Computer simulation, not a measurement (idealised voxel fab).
process module | voxel spacer lines
cross-section cut | 195 nm wide | cells 5 nm
A cross-section is a grid of square cells, given in bands from the top down. A band is one or more rows of cells.
Each band's line starts with the height of the band's top and of its bottom, in nm. Then come its materials from left to right, each with its width in nm. One material with "throughout" fills the band from edge to edge. "air" is empty space.
Height 0 is the level under which the wafer as received is all one material. The lowest band goes on downwards, as in "0 down".
A width such as "30 to 40" changes by the same amount from each row of cells to the next, from the band's top row to its bottom row.
"no change" after a step means that no cell of the cross-section changed.
closed voids: empty space of 8 cells or more with no open way to the top, each as width x height at its distance from the left edge, in nm
after a step's settings: what the simulator itself notes on the step
overlay nm, on a step with a mask: how far to the right of its planned place the mask lay; to the left if negative
plan
1 op RECEIVE | material Si
2 op CONFORMAL_DEP | material Al2O3 | thk nm 10
3 op DIRECTIONAL_DEP | material polySi | thk nm 5
4 op DIRECTIONAL_DEP | material aC | thk nm 25
5 op PATTERN | tone cover | mask id MANDREL | material resist | width nm 15 | pitch nm 50 | thk nm 35 | overlay nm 0
6 op DIRECTIONAL_ETCH | etch materials aC | depth nm 25
7 op STRIP | etch materials resist
8 op CONFORMAL_DEP | material SiO2 | thk nm 10
9 op DIRECTIONAL_ETCH | etch materials SiO2 | depth nm 10
10 op STRIP | etch materials aC
11 op DIRECTIONAL_ETCH | etch materials polySi | depth nm 10
12 op STRIP | etch materials SiO2
varied across the wafers: thk nm of step 3. The plan shows the first wafer's value. All wafers start alike
first wafer as received, after step 1
  0 down: Si throughout
  closed voids: none
each wafer at the end: cells of each material gained (+) or lost (-) since it was received, then its closed voids
thk nm 5 | +78 Al2O3 | +12 polySi | closed voids: none
thk nm 10 | +78 Al2O3 | +24 polySi | closed voids: none
thk nm 15 | +78 Al2O3 | +63 polySi | closed voids: none
thk nm 20 | +78 Al2O3 | +102 polySi | closed voids: none
thk nm 25 | +78 Al2O3 | +141 polySi | closed voids: none
